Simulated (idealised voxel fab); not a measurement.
process module | voxel wiring stack
cross-section cut | 175 nm wide | cells 5 nm
A cross-section is a grid of square cells, given in bands from the top down. A band is one or more rows of cells.
Each band's line starts with the height of the band's top and of its bottom, in nm. Then come its materials from left to right, each with its width in nm. One material with "throughout" fills the band from edge to edge. "air" is empty space.
Height 0 is the level under which the wafer as received is all one material. The lowest band goes on downwards, as in "0 down".
A width such as "30 to 40" changes by the same amount from each row of cells to the next, from the band's top row to its bottom row.
"no change" after a step means that no cell of the cross-section changed.
closed voids: empty space of 8 cells or more with no open way to the top, each as width x height at its distance from the left edge, in nm
after a step's settings: what the simulator itself notes on the step
overlay nm, on a step with a mask: how far to the right of its planned place the mask lay; to the left if negative
plan
1 op RECEIVE | material Si
2 op CONFORMAL_DEP | material SiO2 | thk nm 15
3 op DIRECTIONAL_DEP | material TiN | thk nm 5
4 op DIRECTIONAL_DEP | material Ru | thk nm 25
5 op DIRECTIONAL_DEP | material aC | thk nm 15
6 op PATTERN | tone cover | mask id METAL_1 | material resist | width nm 30 | pitch nm 50 | thk nm 30 | overlay nm 0
7 op DIRECTIONAL_ETCH | etch materials aC | depth nm 15
8 op STRIP | etch materials resist
9 op DIRECTIONAL_ETCH | etch materials Ru | depth nm 25
10 op DIRECTIONAL_ETCH | etch materials TiN | depth nm 5
11 op STRIP | etch materials aC
12 op FILL_DEP | material lowk | thk nm 10
13 op CMP | height nm 45
14 op CONFORMAL_DEP | material SiCN | thk nm 5
15 op DIRECTIONAL_DEP | material SiO2 | thk nm 30
16 op MASKED_ETCH | tone open | mask id METAL_2 | width nm 30 | pitch nm 50 | etch materials SiO2 | depth nm 15 | overlay nm 0
17 op PATTERN | tone open | mask id METAL_2_HOLES | material resist | width nm 15 | pitch nm 50 | thk nm 20 | overlay nm 0
18 op DIRECTIONAL_ETCH | etch materials SiO2 | depth nm 15
19 op DIRECTIONAL_ETCH | etch materials SiCN | depth nm 5
20 op STRIP | etch materials resist
21 op CONFORMAL_DEP | material TiN | thk nm 5
22 op FILL_DEP | material Ru | thk nm 10
23 op CMP | height nm 80
24 op CONFORMAL_DEP | material SiCN | thk nm 5
25 op DIRECTIONAL_DEP | material lowk | thk nm 10
26 op PATTERN | tone open | mask id PLUG_2 | material resist | width nm 15 | thk nm 20 | overlay nm 0
27 op DIRECTIONAL_ETCH | etch materials lowk | depth nm 10
28 op DIRECTIONAL_ETCH | etch materials SiCN | depth nm 5
29 op STRIP | etch materials resist
30 op EPI | material Ru | thk nm 10
31 op EPI | material Ru | thk nm 5
32 op DIRECTIONAL_DEP | material TiN | thk nm 5
33 op DIRECTIONAL_DEP | material Ru | thk nm 20
34 op DIRECTIONAL_DEP | material aC | thk nm 10
35 op PATTERN | tone cover | mask id METAL_3 | material resist | width nm 30 | pitch nm 50 | thk nm 30 | overlay nm 0
36 op DIRECTIONAL_ETCH | etch materials aC | depth nm 10
37 op STRIP | etch materials resist
38 op DIRECTIONAL_ETCH | etch materials Ru | depth nm 20
39 op DIRECTIONAL_ETCH | etch materials TiN | depth nm 5
40 op STRIP | etch materials aC
41 op FILL_DEP | material lowk | thk nm 5
42 op CMP | height nm 120
43 op CONFORMAL_DEP | material SiCN | thk nm 5
as received, after step 1
  0 down: Si throughout
  closed voids: none
a wafer at the end: this start, this plan, one mistake
  125 to 120: SiCN throughout
  120 to 100: lowk 45 | Ru 30 | lowk 20 | Ru 30 | lowk 50
  100 to 95: lowk 45 | TiN 30 | lowk 20 | TiN 30 | lowk 50
  95 to 85: lowk 45 | Ru 15 | lowk 115
  85 to 80: SiCN 45 | Ru 15 | SiCN 115
  80 to 70: SiO2 45 | TiN 5 | Ru 20 | TiN 5 | SiO2 20 | TiN 5 | Ru 20 | TiN 5 | SiO2 50
  70 to 65: SiO2 45 | TiN 5 | Ru 5 | TiN 20 | SiO2 20 | TiN 5 | Ru 5 | TiN 20 | SiO2 50
  65 to 50: SiO2 45 | TiN 5 | Ru 5 | TiN 5 | SiO2 35 | TiN 5 | Ru 5 | TiN 5 | SiO2 65
  50 to 45: SiCN 45 | TiN 15 | SiCN 35 | TiN 15 | SiCN 65
  45 to 20: Ru 45 | lowk 30 | Ru 20 | lowk 30 | Ru 50
  20 to 15: TiN 45 | lowk 30 | TiN 20 | lowk 30 | TiN 50
  15 to 0: SiO2 throughout
  0 down: Si throughout
  closed voids: none
what went wrong: step 6 ran as: op PATTERN | tone open | mask id METAL_1 | material resist | width nm 30 | pitch nm 50 | thk nm 30 | overlay nm 0
